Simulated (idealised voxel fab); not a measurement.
The document below concerns the process module designated voxel gate over fins.
For reference, the cross-section in this document is cut, with width 155 nm and square cells of 5 nm.
For the purposes of this document, a cross-section shall be understood as a grid of square cells, specified as bands listed in top-to-bottom order, each band consisting of one or more rows of cells. First you get the band's top height and its bottom height, in nm, and then the materials it's made of, left to right, with each width in nm. If you see a single material with "full width", that one covers the band edge to edge. "empty" is empty space. The reference from which all heights are counted is 0, the level beneath which the as-received wafer is entirely one material; the lowest band, having no lower bound, proceeds downward and is written after the example "0 nm and below". The notation "30..40" denotes a width that varies across the rows of cells in the band, beginning at the first number in the top row, finishing at the second number in the bottom row, and changing by an identical amount from each row to the next. When a step is marked "remained unchanged", none of the cells in the cross-section changed during that step. Heads up: "Fully enclosed voids" only lists the empty pockets with no open path to the top that are 8 cells or more, and it writes them as width x height at distance, distance from the left edge, in nm. On a step's line, text after the settings is the simulator commenting on that step. You can add "overlay nm" to a step's line. For a step with a mask, it describes how far the mask lay to the right of its planned position, and a negative number describes a lay to the left.

-- The planned process steps are enumerated hereunder
1,op RECEIVE | material Si
2,op CONFORMAL_DEP | material SiN | thk nm 10
3,op PATTERN | tone cover | mask id FINS | material resist | width nm 15 | pitch nm 55 | thk nm 15 | overlay nm 0
4,op DIRECTIONAL_ETCH | etch materials SiN | depth nm 10
5,op DIRECTIONAL_ETCH | etch materials Si | depth nm 30
6,op STRIP | etch materials resist
7,op FILL_DEP | material SiO2 | thk nm 15
8,op CMP | height nm 10
9,op DIRECTIONAL_DEP | material aC | thk nm 15
10,op PATTERN | tone open | mask id RAIL | material resist | width nm 15 | thk nm 30 | overlay nm 0
11,op DIRECTIONAL_ETCH | etch materials aC | depth nm 15
12,op STRIP | etch materials resist
13,op DIRECTIONAL_ETCH | etch materials SiO2 | depth nm 35
14,op STRIP | etch materials aC
15,op CONFORMAL_DEP | material TiN | thk nm 5
16,op FILL_DEP | material Ru | thk nm 5
17,op CMP | height nm 10
18,op SELECTIVE_ETCH | etch materials W Ru TiN | depth nm 30
19,op FILL_DEP | material SiO2 | thk nm 5
20,op CMP | height nm 10
21,op SELECTIVE_ETCH | etch materials SiO2 | depth nm 20
22,op STRIP | etch materials SiN
23,op CONFORMAL_DEP | material HfO2 | thk nm 5
24,op CONFORMAL_DEP | material TiN | thk nm 5
25,op FILL_DEP | material W | thk nm 15
26,op CMP | height nm 20
27,op CONFORMAL_DEP | material SiN | thk nm 10

-- first wafer, as planned

-- As received (post step 1): cross-section
    0 nm and below | Si full width
    Fully enclosed voids: none

-- Once step 2 is through, the wafer looks like this in cross-section
    10 nm to 0 nm | SiN full width
    Everything under 0 stays put, no change at all.

-- Once step 3 is through, the wafer looks like this in cross-section
    25 nm to 10 nm | 15 of empty, 15 of resist, 40 of empty, 15 of resist, 40 of empty, 15 of resist, 15 of empty
    Everything under 10 stays put, no change at all.

-- Once step 4 is through, the wafer looks like this in cross-section
    25 nm to 10 nm | 15 of empty, 15 of resist, 40 of empty, 15 of resist, 40 of empty, 15 of resist, 15 of empty
    10 nm to 0 nm | 15 of empty, 15 of SiN, 40 of empty, 15 of SiN, 40 of empty, 15 of SiN, 15 of empty
    Everything under 0 stays put, no change at all.

-- Once step 5 is through, the wafer looks like this in cross-section
    25 nm to 10 nm | 15 of empty, 15 of resist, 40 of empty, 15 of resist, 40 of empty, 15 of resist, 15 of empty
    10 nm to 0 nm | 15 of empty, 15 of SiN, 40 of empty, 15 of SiN, 40 of empty, 15 of SiN, 15 of empty
    0 nm to -30 nm | 15 of empty, 15 of Si, 40 of empty, 15 of Si, 40 of empty, 15 of Si, 15 of empty
    Everything under -30 stays put, no change at all.

-- Once step 6 is through, the wafer looks like this in cross-section
    10 nm to 0 nm | 15 of empty, 15 of SiN, 40 of empty, 15 of SiN, 40 of empty, 15 of SiN, 15 of empty
    Everything under 0 stays put, no change at all.

-- Once step 7 is through, the wafer looks like this in cross-section
    25 nm to 10 nm | SiO2 full width
    10 nm to 0 nm | 15 of SiO2, 15 of SiN, 40 of SiO2, 15 of SiN, 40 of SiO2, 15 of SiN, 15 of SiO2
    0 nm to -30 nm | 15 of SiO2, 15 of Si, 40 of SiO2, 15 of Si, 40 of SiO2, 15 of Si, 15 of SiO2
    Everything under -30 stays put, no change at all.

-- Once step 8 is through, the wafer looks like this in cross-section
    10 nm to 0 nm | 15 of SiO2, 15 of SiN, 40 of SiO2, 15 of SiN, 40 of SiO2, 15 of SiN, 15 of SiO2
    Everything under 0 stays put, no change at all.

-- Once step 9 is through, the wafer looks like this in cross-section
    25 nm to 10 nm | aC full width
    Everything under 10 stays put, no change at all.

-- Once step 10 is through, the wafer looks like this in cross-section
    55 nm to 25 nm | 40 of resist, 15 of empty, 100 of resist
    Everything under 25 stays put, no change at all.

-- Once step 11 is through, the wafer looks like this in cross-section
    40 nm to 25 nm | 40 of resist, 15 of empty, 100 of resist
    25 nm to 10 nm | 40 of aC, 15 of empty, 100 of aC
    Everything under 10 stays put, no change at all.

-- Once step 12 is through, the wafer looks like this in cross-section
    25 nm to 10 nm | 40 of aC, 15 of empty, 100 of aC
    Everything under 10 stays put, no change at all.

-- Once step 13 is through, the wafer looks like this in cross-section
    25 nm to 10 nm | 40 of aC, 15 of empty, 100 of aC
    10 nm to 0 nm | 15 of SiO2, 15 of SiN, 10 of SiO2, 15 of empty, 15 of SiO2, 15 of SiN, 40 of SiO2, 15 of SiN, 15 of SiO2
    0 nm to -25 nm | 15 of SiO2, 15 of Si, 10 of SiO2, 15 of empty, 15 of SiO2, 15 of Si, 40 of SiO2, 15 of Si, 15 of SiO2
    Everything under -25 stays put, no change at all.

-- Once step 14 is through, the wafer looks like this in cross-section
    10 nm to 0 nm | 15 of SiO2, 15 of SiN, 10 of SiO2, 15 of empty, 15 of SiO2, 15 of SiN, 40 of SiO2, 15 of SiN, 15 of SiO2
    Everything under 0 stays put, no change at all.

-- Once step 15 is through, the wafer looks like this in cross-section
    15 nm to 10 nm | 45 of TiN, 5 of empty, 105 of TiN
    10 nm to 0 nm | 15 of SiO2, 15 of SiN, 10 of SiO2, 5 of TiN, 5 of empty, 5 of TiN, 15 of SiO2, 15 of SiN, 40 of SiO2, 15 of SiN, 15 of SiO2
    0 nm to -20 nm | 15 of SiO2, 15 of Si, 10 of SiO2, 5 of TiN, 5 of empty, 5 of TiN, 15 of SiO2, 15 of Si, 40 of SiO2, 15 of Si, 15 of SiO2
    -20 nm to -25 nm | 15 of SiO2, 15 of Si, 10 of SiO2, 15 of TiN, 15 of SiO2, 15 of Si, 40 of SiO2, 15 of Si, 15 of SiO2
    Everything under -25 stays put, no change at all.

-- Once step 16 is through, the wafer looks like this in cross-section
    20 nm to 15 nm | Ru full width
    15 nm to 10 nm | 45 of TiN, 5 of Ru, 105 of TiN
    10 nm to 0 nm | 15 of SiO2, 15 of SiN, 10 of SiO2, 5 of TiN, 5 of Ru, 5 of TiN, 15 of SiO2, 15 of SiN, 40 of SiO2, 15 of SiN, 15 of SiO2
    0 nm to -20 nm | 15 of SiO2, 15 of Si, 10 of SiO2, 5 of TiN, 5 of Ru, 5 of TiN, 15 of SiO2, 15 of Si, 40 of SiO2, 15 of Si, 15 of SiO2
    Everything under -20 stays put, no change at all.

-- Once step 17 is through, the wafer looks like this in cross-section
    10 nm to 0 nm | 15 of SiO2, 15 of SiN, 10 of SiO2, 5 of TiN, 5 of Ru, 5 of TiN, 15 of SiO2, 15 of SiN, 40 of SiO2, 15 of SiN, 15 of SiO2
    Everything under 0 stays put, no change at all.

-- Once step 18 is through, the wafer looks like this in cross-section
    10 nm to 0 nm | 15 of SiO2, 15 of SiN, 10 of SiO2, 15 of empty, 15 of SiO2, 15 of SiN, 40 of SiO2, 15 of SiN, 15 of SiO2
    0 nm to -20 nm | 15 of SiO2, 15 of Si, 10 of SiO2, 15 of empty, 15 of SiO2, 15 of Si, 40 of SiO2, 15 of Si, 15 of SiO2
    Everything under -20 stays put, no change at all.

-- Once step 19 is through, the wafer looks like this in cross-section
    15 nm to 10 nm | SiO2 full width
    10 nm to 0 nm | 15 of SiO2, 15 of SiN, 40 of SiO2, 15 of SiN, 40 of SiO2, 15 of SiN, 15 of SiO2
    0 nm to -20 nm | 15 of SiO2, 15 of Si, 40 of SiO2, 15 of Si, 40 of SiO2, 15 of Si, 15 of SiO2
    Everything under -20 stays put, no change at all.

-- Once step 20 is through, the wafer looks like this in cross-section
    10 nm to 0 nm | 15 of SiO2, 15 of SiN, 40 of SiO2, 15 of SiN, 40 of SiO2, 15 of SiN, 15 of SiO2
    Everything under 0 stays put, no change at all.

-- Once step 21 is through, the wafer looks like this in cross-section
    10 nm to 0 nm | 15 of empty, 15 of SiN, 40 of empty, 15 of SiN, 40 of empty, 15 of SiN, 15 of empty
    0 nm to -10 nm | 15 of empty, 15 of Si, 40 of empty, 15 of Si, 40 of empty, 15 of Si, 15 of empty
    Everything under -10 stays put, no change at all.

-- Once step 22 is through, the wafer looks like this in cross-section
    0 nm to -10 nm | 15 of empty, 15 of Si, 40 of empty, 15 of Si, 40 of empty, 15 of Si, 15 of empty
    Everything under -10 stays put, no change at all.

-- Once step 23 is through, the wafer looks like this in cross-section
    5 nm to 0 nm | 10 of empty, 25 of HfO2, 30 of empty, 25 of HfO2, 30 of empty, 25 of HfO2, 10 of empty
    0 nm to -5 nm | 10 of empty, 5 of HfO2, 15 of Si, 5 of HfO2, 30 of empty, 5 of HfO2, 15 of Si, 5 of HfO2, 30 of empty, 5 of HfO2, 15 of Si, 5 of HfO2, 10 of empty
    -5 nm to -10 nm | 15 of HfO2, 15 of Si, 40 of HfO2, 15 of Si, 40 of HfO2, 15 of Si, 15 of HfO2
    Everything under -10 stays put, no change at all.

-- Once step 24 is through, the wafer looks like this in cross-section
    10 nm to 5 nm | 5 of empty, 35 of TiN, 20 of empty, 35 of TiN, 20 of empty, 35 of TiN, 5 of empty
    5 nm to 0 nm | 5 of empty, 5 of TiN, 25 of HfO2, 5 of TiN, 20 of empty, 5 of TiN, 25 of HfO2, 5 of TiN, 20 of empty, 5 of TiN, 25 of HfO2, 5 of TiN, 5 of empty
    0 nm to -5 nm | 10 of TiN, 5 of HfO2, 15 of Si, 5 of HfO2, 30 of TiN, 5 of HfO2, 15 of Si, 5 of HfO2, 30 of TiN, 5 of HfO2, 15 of Si, 5 of HfO2, 10 of TiN
    Everything under -5 stays put, no change at all.

-- Once step 25 is through, the wafer looks like this in cross-section
    25 nm to 10 nm | W full width
    10 nm to 5 nm | 5 of W, 35 of TiN, 20 of W, 35 of TiN, 20 of W, 35 of TiN, 5 of W
    5 nm to 0 nm | 5 of W, 5 of TiN, 25 of HfO2, 5 of TiN, 20 of W, 5 of TiN, 25 of HfO2, 5 of TiN, 20 of W, 5 of TiN, 25 of HfO2, 5 of TiN, 5 of W
    Everything under 0 stays put, no change at all.

-- Once step 26 is through, the wafer looks like this in cross-section
    20 nm to 10 nm | W full width
    Everything under 10 stays put, no change at all.

-- Once step 27 is through, the wafer looks like this in cross-section
    30 nm to 20 nm | SiN full width
    Everything under 20 stays put, no change at all.

-- Okay, second wafer. Nothing different at the start, nothing different in the plan, just one mistake somewhere in the running. As far as step 22, counting that step, it's the first wafer all over again

-- Cross-sectional view of the second wafer at the intended end time of process step 23
    5 nm to 0 nm | 10 of empty, 25 of TiN, 30 of empty, 25 of TiN, 30 of empty, 25 of TiN, 10 of empty
    0 nm to -5 nm | 10 of empty, 5 of TiN, 15 of Si, 5 of TiN, 30 of empty, 5 of TiN, 15 of Si, 5 of TiN, 30 of empty, 5 of TiN, 15 of Si, 5 of TiN, 10 of empty
    -5 nm to -10 nm | 15 of TiN, 15 of Si, 40 of TiN, 15 of Si, 40 of TiN, 15 of Si, 15 of TiN
    Everything under -10 stays put, no change at all.

-- Cross-sectional view of the second wafer at the intended end time of process step 24
    10 nm to 5 nm | 5 of empty, 35 of HfO2, 20 of empty, 35 of HfO2, 20 of empty, 35 of HfO2, 5 of empty
    5 nm to 0 nm | 5 of empty, 5 of HfO2, 25 of TiN, 5 of HfO2, 20 of empty, 5 of HfO2, 25 of TiN, 5 of HfO2, 20 of empty, 5 of HfO2, 25 of TiN, 5 of HfO2, 5 of empty
    0 nm to -5 nm | 10 of HfO2, 5 of TiN, 15 of Si, 5 of TiN, 30 of HfO2, 5 of TiN, 15 of Si, 5 of TiN, 30 of HfO2, 5 of TiN, 15 of Si, 5 of TiN, 10 of HfO2
    Everything under -5 stays put, no change at all.

-- Cross-sectional view of the second wafer at the intended end time of process step 25
    25 nm to 10 nm | W full width
    10 nm to 5 nm | 5 of W, 35 of HfO2, 20 of W, 35 of HfO2, 20 of W, 35 of HfO2, 5 of W
    5 nm to 0 nm | 5 of W, 5 of HfO2, 25 of TiN, 5 of HfO2, 20 of W, 5 of HfO2, 25 of TiN, 5 of HfO2, 20 of W, 5 of HfO2, 25 of TiN, 5 of HfO2, 5 of W
    Everything under 0 stays put, no change at all.

-- Cross-sectional view of the second wafer at the intended end time of process step 26
    20 nm to 10 nm | W full width
    Everything under 10 stays put, no change at all.

-- Cross-sectional view of the second wafer at the intended end time of process step 27
    30 nm to 20 nm | SiN full width
    Everything under 20 stays put, no change at all.
Processing error: transposition of steps 23 and 24 relative to the planned sequence
Matching per-material cell counts, mismatched positions: that is how the second wafer compares with the first at the end.
